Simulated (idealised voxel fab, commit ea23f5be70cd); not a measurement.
Name of the process module below: voxel self aligned vias
For reference, the cross-section in this document is cut, with width 235 nm and square cells of 5 nm.
In what follows, cross-sections appear as grids of square cells, described through bands that run from the top down, where every band is one or more rows of cells.
Within each band entry, the heights of the top and of the bottom of the band appear first, in that order and in nm; the materials of the band then follow from left to right, each with its corresponding width in nm. The designation "all across" on a single material indicates that it fills the band from edge to edge; the designation "blank" indicates empty space.
All heights in this document are referenced to 0, defined as the level beneath which the wafer, as received, consists entirely of one material. The lowest band is not bounded below; it extends indefinitely downward and is written in the form "top 0, no bottom".
A width given as "30..40" starts at the first number in the band's top row and ends at the second number in its bottom row, shifting by an equal amount at every step from row to row.
Given "nothing changed" for a step, no cell of the cross-section differs between before and after that step.
Empty spaces counting at least 8 cells and having no open way to the top are listed in "Unvented cavities". The notation width x height at distance is used for each, the distance being from the left edge and all three values in nm.
Formally, on a step line, whatever follows the settings is a remark that the simulator itself makes on the step.
Steps that use a mask can have "overlay nm" on their line. It says how far the mask sat to the right of where it was meant to be. Negative means to the left.
List of planned process steps:
1 RECEIVE: material Si
2 CONFORMAL_DEP: material SiO2, thk nm 10
3 CONFORMAL_DEP: material SiCN, thk nm 5
4 DIRECTIONAL_DEP: material lowk, thk nm 30
5 DIRECTIONAL_DEP: material aC, thk nm 10
6 PATTERN: tone open, mask id LINES, material resist, width nm 20, pitch nm 55, thk nm 30, overlay nm 0
7 DIRECTIONAL_ETCH: etch materials aC, depth nm 10
8 STRIP: etch materials resist
9 DIRECTIONAL_ETCH: etch materials lowk, depth nm 30
10 STRIP: etch materials aC
11 CONFORMAL_DEP: material TiN, thk nm 5
12 FILL_DEP: material Ru, thk nm 10
13 CMP: height nm 45
14 SELECTIVE_ETCH: etch materials W Ru TiN, depth nm 10
15 FILL_DEP: material SiN, thk nm 10
16 CMP: height nm 45
17 DIRECTIONAL_DEP: material lowk, thk nm 15
18 PATTERN: tone open, mask id VIAS, material resist, width nm 30, pitch nm 110, thk nm 15, overlay nm 0
19 DIRECTIONAL_ETCH: etch materials lowk, depth nm 15
20 DIRECTIONAL_ETCH: etch materials SiN, depth nm 10
21 STRIP: etch materials resist
22 CONFORMAL_DEP: material TiN, thk nm 5
23 FILL_DEP: material Cu, thk nm 5
24 CMP: height nm 60
25 CONFORMAL_DEP: material SiN, thk nm 5
As received, after step 1:
> top 0, no bottom = Si all across
> Unvented cavities: none
Cross-section, first of two wafers, end of module, run as planned:
> top 65, bottom 60 = SiN all across
> top 60, bottom 50 = 45 nm lowk  5 nm TiN  20 nm Cu  5 nm TiN  80 nm lowk  5 nm TiN  20 nm Cu  5 nm TiN  50 nm lowk
> top 50, bottom 45 = 45 nm lowk  10 nm TiN  10 nm Cu  10 nm TiN  80 nm lowk  10 nm TiN  10 nm Cu  10 nm TiN  50 nm lowk
> top 45, bottom 40 = 50 nm lowk  5 nm TiN  10 nm Cu  5 nm TiN  35 nm lowk  20 nm SiN  35 nm lowk  5 nm TiN  10 nm Cu  5 nm TiN  55 nm lowk
> top 40, bottom 35 = 50 nm lowk  20 nm TiN  35 nm lowk  20 nm SiN  35 nm lowk  20 nm TiN  55 nm lowk
> top 35, bottom 20 = 50 nm lowk  5 nm TiN  10 nm Ru  5 nm TiN  35 nm lowk  5 nm TiN  10 nm Ru  5 nm TiN  35 nm lowk  5 nm TiN  10 nm Ru  5 nm TiN  55 nm lowk
> top 20, bottom 15 = 50 nm lowk  20 nm TiN  35 nm lowk  20 nm TiN  35 nm lowk  20 nm TiN  55 nm lowk
> top 15, bottom 10 = SiCN all across
> top 10, bottom 0 = SiO2 all across
> top 0, no bottom = Si all across
> Unvented cavities: none
Module end: cross-section of wafer two of two. Same start and process plan as the first wafer. One mistake during execution:
> top 65, bottom 60 = SiN all across
> top 60, bottom 45 = 45 nm lowk  5 nm TiN  20 nm Cu  5 nm TiN  80 nm lowk  5 nm TiN  20 nm Cu  5 nm TiN  50 nm lowk
> top 45, bottom 40 = 45 nm SiN  10 nm TiN  10 nm Cu  10 nm TiN  80 nm SiN  10 nm TiN  10 nm Cu  10 nm TiN  50 nm SiN
> top 40, bottom 35 = 50 nm lowk  20 nm TiN  35 nm lowk  20 nm SiN  35 nm lowk  20 nm TiN  55 nm lowk
> top 35, bottom 15 = 50 nm lowk  5 nm TiN  10 nm Ru  5 nm TiN  35 nm lowk  5 nm TiN  10 nm Ru  5 nm TiN  35 nm lowk  5 nm TiN  10 nm Ru  5 nm TiN  55 nm lowk
> top 15, bottom 10 = 50 nm lowk  20 nm TiN  35 nm lowk  20 nm TiN  35 nm lowk  20 nm TiN  55 nm lowk
> top 10, bottom 0 = SiO2 all across
> top 0, no bottom = Si all across
> Unvented cavities: none
Where did the run depart from the plan? step 3 in the plan did not get run; it was skipped
At the finish, the second wafer shows more or fewer cells for some materials than the first does: +4 Cu, +6 Ru, -47 SiCN, +31 SiN, +6 TiN
